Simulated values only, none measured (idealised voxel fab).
Presented below is a process module, voxel self aligned vias.
Cross-section cut spans 210 nm and uses square cells 5 nm in size.
Cross-section = grid of square cells, listed top down in bands; band = one or more rows.
Band: top and bottom heights (nm) first, top before bottom; then materials from left to right, widths in nm. "edge to edge" marks a sole material filling the band edge to edge. "air" denotes empty space.
Below 0: as-received wafer, all one material; heights counted from there. Lowest band: no bottom, goes on down, written "0..down".
A width such as "30..40" changes by the same amount from each row of cells to the next, from the band's top row to its bottom row.
Any step labelled "remained the same" changed none of the cells in the cross-section.
"Enclosed void catalog" enumerates empty spaces isolated from the top, with no open way to it, that contain at least 8 cells, giving each as width x height at distance from the left edge, all three in nm.
The remark found on a step's line after its settings is issued by the simulator itself and pertains to that step.
"overlay nm", when on a step's line for a step with a mask, measures how far to the right of its planned place the mask lay; a negative measure means to the left.
THE STEPS PLANNED FOR THE PROCESS ARE AS FOLLOWS
step 1: RECEIVE [material Si]
step 2: CONFORMAL_DEP [material SiO2] [thk nm 15]
step 3: CONFORMAL_DEP [material SiCN] [thk nm 5]
step 4: DIRECTIONAL_DEP [material SiO2] [thk nm 20]
step 5: PATTERN [tone open] [mask id LINES] [material resist] [width nm 20] [pitch nm 55] [thk nm 15] [overlay nm 0]
step 6: DIRECTIONAL_ETCH [etch materials SiO2] [depth nm 20]
step 7: STRIP [etch materials resist]
step 8: CONFORMAL_DEP [material TiN] [thk nm 5]
step 9: FILL_DEP [material Ru] [thk nm 5]
step 10: CMP [height nm 40]
step 11: SELECTIVE_ETCH [etch materials W Ru TiN] [depth nm 10]
step 12: FILL_DEP [material SiN] [thk nm 10]
step 13: CMP [height nm 40]
step 14: DIRECTIONAL_DEP [material SiO2] [thk nm 20]
step 15: MASKED_ETCH [tone open] [mask id VIAS] [width nm 40] [pitch nm 110] [etch materials SiO2] [depth nm 20] [overlay nm 0]
step 16: MASKED_ETCH [tone open] [mask id VIAS] [width nm 40] [pitch nm 110] [etch materials SiN] [depth nm 10] [overlay nm 0]
step 17: CONFORMAL_DEP [material TiN] [thk nm 5]
step 18: FILL_DEP [material Cu] [thk nm 10]
step 19: CMP [height nm 60]
step 20: CONFORMAL_DEP [material SiCN] [thk nm 5]
RUN AS PLANNED: FIRST OF TWO WAFERS
DELIVERED WAFER IN CROSS-SECTION: STATE AFTER STEP 1
- 0..down  Si edge to edge
- Enclosed void catalog: none
THE WAFER, SEEN IN CROSS-SECTION, AFTER STEP 2
- 15..0  SiO2 edge to edge
- Nothing below the height 0 has changed.
THE WAFER, SEEN IN CROSS-SECTION, AFTER STEP 3
- 20..15  SiCN edge to edge
- Nothing below the height 15 has changed.
THE WAFER, SEEN IN CROSS-SECTION, AFTER STEP 4
- 40..20  SiO2 edge to edge
- Nothing below the height 20 has changed.
THE WAFER, SEEN IN CROSS-SECTION, AFTER STEP 5
- 55..40  resist (40) | air (20) | resist (35) | air (20) | resist (35) | air (20) | resist (40)
- Nothing below the height 40 has changed.
THE WAFER, SEEN IN CROSS-SECTION, AFTER STEP 6
- 55..40  resist (40) | air (20) | resist (35) | air (20) | resist (35) | air (20) | resist (40)
- 40..20  SiO2 (40) | air (20) | SiO2 (35) | air (20) | SiO2 (35) | air (20) | SiO2 (40)
- Nothing below the height 20 has changed.
THE WAFER, SEEN IN CROSS-SECTION, AFTER STEP 7
- 40..20  SiO2 (40) | air (20) | SiO2 (35) | air (20) | SiO2 (35) | air (20) | SiO2 (40)
- Nothing below the height 20 has changed.
THE WAFER, SEEN IN CROSS-SECTION, AFTER STEP 8
- 45..40  TiN (45) | air (10) | TiN (45) | air (10) | TiN (45) | air (10) | TiN (45)
- 40..25  SiO2 (40) | TiN (5) | air (10) | TiN (5) | SiO2 (35) | TiN (5) | air (10) | TiN (5) | SiO2 (35) | TiN (5) | air (10) | TiN (5) | SiO2 (40)
- 25..20  SiO2 (40) | TiN (20) | SiO2 (35) | TiN (20) | SiO2 (35) | TiN (20) | SiO2 (40)
- Nothing below the height 20 has changed.
THE WAFER, SEEN IN CROSS-SECTION, AFTER STEP 9
- 50..45  Ru edge to edge
- 45..40  TiN (45) | Ru (10) | TiN (45) | Ru (10) | TiN (45) | Ru (10) | TiN (45)
- 40..25  SiO2 (40) | TiN (5) | Ru (10) | TiN (5) | SiO2 (35) | TiN (5) | Ru (10) | TiN (5) | SiO2 (35) | TiN (5) | Ru (10) | TiN (5) | SiO2 (40)
- Nothing below the height 25 has changed.
THE WAFER, SEEN IN CROSS-SECTION, AFTER STEP 10
- 40..25  SiO2 (40) | TiN (5) | Ru (10) | TiN (5) | SiO2 (35) | TiN (5) | Ru (10) | TiN (5) | SiO2 (35) | TiN (5) | Ru (10) | TiN (5) | SiO2 (40)
- Nothing below the height 25 has changed.
THE WAFER, SEEN IN CROSS-SECTION, AFTER STEP 11
- 40..30  SiO2 (40) | air (20) | SiO2 (35) | air (20) | SiO2 (35) | air (20) | SiO2 (40)
- Nothing below the height 30 has changed.
THE WAFER, SEEN IN CROSS-SECTION, AFTER STEP 12
- 50..40  SiN edge to edge
- 40..30  SiO2 (40) | SiN (20) | SiO2 (35) | SiN (20) | SiO2 (35) | SiN (20) | SiO2 (40)
- Nothing below the height 30 has changed.
THE WAFER, SEEN IN CROSS-SECTION, AFTER STEP 13
- 40..30  SiO2 (40) | SiN (20) | SiO2 (35) | SiN (20) | SiO2 (35) | SiN (20) | SiO2 (40)
- Nothing below the height 30 has changed.
THE WAFER, SEEN IN CROSS-SECTION, AFTER STEP 14
- 60..40  SiO2 edge to edge
- Nothing below the height 40 has changed.
THE WAFER, SEEN IN CROSS-SECTION, AFTER STEP 15
- 60..40  SiO2 (30) | air (40) | SiO2 (70) | air (40) | SiO2 (30)
- Nothing below the height 40 has changed.
THE WAFER, SEEN IN CROSS-SECTION, AFTER STEP 16
- 60..40  SiO2 (30) | air (40) | SiO2 (70) | air (40) | SiO2 (30)
- 40..30  SiO2 (40) | air (20) | SiO2 (35) | SiN (20) | SiO2 (35) | air (20) | SiO2 (40)
- Nothing below the height 30 has changed.
THE WAFER, SEEN IN CROSS-SECTION, AFTER STEP 17
- 65..60  TiN (35) | air (30) | TiN (80) | air (30) | TiN (35)
- 60..45  SiO2 (30) | TiN (5) | air (30) | TiN (5) | SiO2 (70) | TiN (5) | air (30) | TiN (5) | SiO2 (30)
- 45..40  SiO2 (30) | TiN (15) | air (10) | TiN (15) | SiO2 (70) | TiN (15) | air (10) | TiN (15) | SiO2 (30)
- 40..35  SiO2 (40) | TiN (5) | air (10) | TiN (5) | SiO2 (35) | SiN (20) | SiO2 (35) | TiN (5) | air (10) | TiN (5) | SiO2 (40)
- 35..30  SiO2 (40) | TiN (20) | SiO2 (35) | SiN (20) | SiO2 (35) | TiN (20) | SiO2 (40)
- Nothing below the height 30 has changed.
THE WAFER, SEEN IN CROSS-SECTION, AFTER STEP 18
- 75..65  Cu edge to edge
- 65..60  TiN (35) | Cu (30) | TiN (80) | Cu (30) | TiN (35)
- 60..45  SiO2 (30) | TiN (5) | Cu (30) | TiN (5) | SiO2 (70) | TiN (5) | Cu (30) | TiN (5) | SiO2 (30)
- 45..40  SiO2 (30) | TiN (15) | Cu (10) | TiN (15) | SiO2 (70) | TiN (15) | Cu (10) | TiN (15) | SiO2 (30)
- 40..35  SiO2 (40) | TiN (5) | Cu (10) | TiN (5) | SiO2 (35) | SiN (20) | SiO2 (35) | TiN (5) | Cu (10) | TiN (5) | SiO2 (40)
- Nothing below the height 35 has changed.
THE WAFER, SEEN IN CROSS-SECTION, AFTER STEP 19
- 60..45  SiO2 (30) | TiN (5) | Cu (30) | TiN (5) | SiO2 (70) | TiN (5) | Cu (30) | TiN (5) | SiO2 (30)
- Nothing below the height 45 has changed.
THE WAFER, SEEN IN CROSS-SECTION, AFTER STEP 20
- 65..60  SiCN edge to edge
- Nothing below the height 60 has changed.
THE REMAINING WAFER, SECOND OF THE TWO, STARTED LIKE THE FIRST AND WAS RUN TO THE SAME PLAN, EXCEPT THAT ONE MISTAKE WAS MADE ALONG THE WAY; THE TWO COINCIDE THROUGH STEP 8, INCLUSIVE
CROSS-SECTIONAL REPRESENTATION OF THE SECOND WAFER AT THE TIME DESIGNATED IN THE PLAN FOR THE COMPLETION OF STEP 9
- 50..45  SiN edge to edge
- 45..40  TiN (45) | SiN (10) | TiN (45) | SiN (10) | TiN (45) | SiN (10) | TiN (45)
- 40..25  SiO2 (40) | TiN (5) | SiN (10) | TiN (5) | SiO2 (35) | TiN (5) | SiN (10) | TiN (5) | SiO2 (35) | TiN (5) | SiN (10) | TiN (5) | SiO2 (40)
- Nothing below the height 25 has changed.
CROSS-SECTIONAL REPRESENTATION OF THE SECOND WAFER AT THE TIME DESIGNATED IN THE PLAN FOR THE COMPLETION OF STEP 10
- 40..25  SiO2 (40) | TiN (5) | SiN (10) | TiN (5) | SiO2 (35) | TiN (5) | SiN (10) | TiN (5) | SiO2 (35) | TiN (5) | SiN (10) | TiN (5) | SiO2 (40)
- Nothing below the height 25 has changed.
CROSS-SECTIONAL REPRESENTATION OF THE SECOND WAFER AT THE TIME DESIGNATED IN THE PLAN FOR THE COMPLETION OF STEP 11
- 40..30  SiO2 (40) | air (5) | SiN (10) | air (5) | SiO2 (35) | air (5) | SiN (10) | air (5) | SiO2 (35) | air (5) | SiN (10) | air (5) | SiO2 (40)
- Nothing below the height 30 has changed.
CROSS-SECTIONAL REPRESENTATION OF THE SECOND WAFER AT THE TIME DESIGNATED IN THE PLAN FOR THE COMPLETION OF STEP 12
- 50..40  SiN edge to edge
- 40..30  SiO2 (40) | SiN (20) | SiO2 (35) | SiN (20) | SiO2 (35) | SiN (20) | SiO2 (40)
- Nothing below the height 30 has changed.
CROSS-SECTIONAL REPRESENTATION OF THE SECOND WAFER AT THE TIME DESIGNATED IN THE PLAN FOR THE COMPLETION OF STEP 13
- 40..30  SiO2 (40) | SiN (20) | SiO2 (35) | SiN (20) | SiO2 (35) | SiN (20) | SiO2 (40)
- Nothing below the height 30 has changed.
CROSS-SECTIONAL REPRESENTATION OF THE SECOND WAFER AT THE TIME DESIGNATED IN THE PLAN FOR THE COMPLETION OF STEP 14
- 60..40  SiO2 edge to edge
- Nothing below the height 40 has changed.
CROSS-SECTIONAL REPRESENTATION OF THE SECOND WAFER AT THE TIME DESIGNATED IN THE PLAN FOR THE COMPLETION OF STEP 15
- 60..40  SiO2 (30) | air (40) | SiO2 (70) | air (40) | SiO2 (30)
- Nothing below the height 40 has changed.
CROSS-SECTIONAL REPRESENTATION OF THE SECOND WAFER AT THE TIME DESIGNATED IN THE PLAN FOR THE COMPLETION OF STEP 16
- 60..40  SiO2 (30) | air (40) | SiO2 (70) | air (40) | SiO2 (30)
- 40..30  SiO2 (40) | air (20) | SiO2 (35) | SiN (20) | SiO2 (35) | air (20) | SiO2 (40)
- Nothing below the height 30 has changed.
CROSS-SECTIONAL REPRESENTATION OF THE SECOND WAFER AT THE TIME DESIGNATED IN THE PLAN FOR THE COMPLETION OF STEP 17
- 65..60  TiN (35) | air (30) | TiN (80) | air (30) | TiN (35)
- 60..45  SiO2 (30) | TiN (5) | air (30) | TiN (5) | SiO2 (70) | TiN (5) | air (30) | TiN (5) | SiO2 (30)
- 45..40  SiO2 (30) | TiN (15) | air (10) | TiN (15) | SiO2 (70) | TiN (15) | air (10) | TiN (15) | SiO2 (30)
- 40..35  SiO2 (40) | TiN (5) | air (10) | TiN (5) | SiO2 (35) | SiN (20) | SiO2 (35) | TiN (5) | air (10) | TiN (5) | SiO2 (40)
- 35..30  SiO2 (40) | TiN (20) | SiO2 (35) | SiN (20) | SiO2 (35) | TiN (20) | SiO2 (40)
- Nothing below the height 30 has changed.
CROSS-SECTIONAL REPRESENTATION OF THE SECOND WAFER AT THE TIME DESIGNATED IN THE PLAN FOR THE COMPLETION OF STEP 18
- 75..65  Cu edge to edge
- 65..60  TiN (35) | Cu (30) | TiN (80) | Cu (30) | TiN (35)
- 60..45  SiO2 (30) | TiN (5) | Cu (30) | TiN (5) | SiO2 (70) | TiN (5) | Cu (30) | TiN (5) | SiO2 (30)
- 45..40  SiO2 (30) | TiN (15) | Cu (10) | TiN (15) | SiO2 (70) | TiN (15) | Cu (10) | TiN (15) | SiO2 (30)
- 40..35  SiO2 (40) | TiN (5) | Cu (10) | TiN (5) | SiO2 (35) | SiN (20) | SiO2 (35) | TiN (5) | Cu (10) | TiN (5) | SiO2 (40)
- Nothing below the height 35 has changed.
CROSS-SECTIONAL REPRESENTATION OF THE SECOND WAFER AT THE TIME DESIGNATED IN THE PLAN FOR THE COMPLETION OF STEP 19
- 60..45  SiO2 (30) | TiN (5) | Cu (30) | TiN (5) | SiO2 (70) | TiN (5) | Cu (30) | TiN (5) | SiO2 (30)
- Nothing below the height 45 has changed.
CROSS-SECTIONAL REPRESENTATION OF THE SECOND WAFER AT THE TIME DESIGNATED IN THE PLAN FOR THE COMPLETION OF STEP 20
- 65..60  SiCN edge to edge
- Nothing below the height 60 has changed.
What was the processing mistake? step 9 was not run as planned; what actually ran was FILL_DEP [material SiN] [thk nm 5]
End check, counted in cells, second wafer has more or fewer of these materials than the first: 6 fewer of Ru | 6 more of SiN
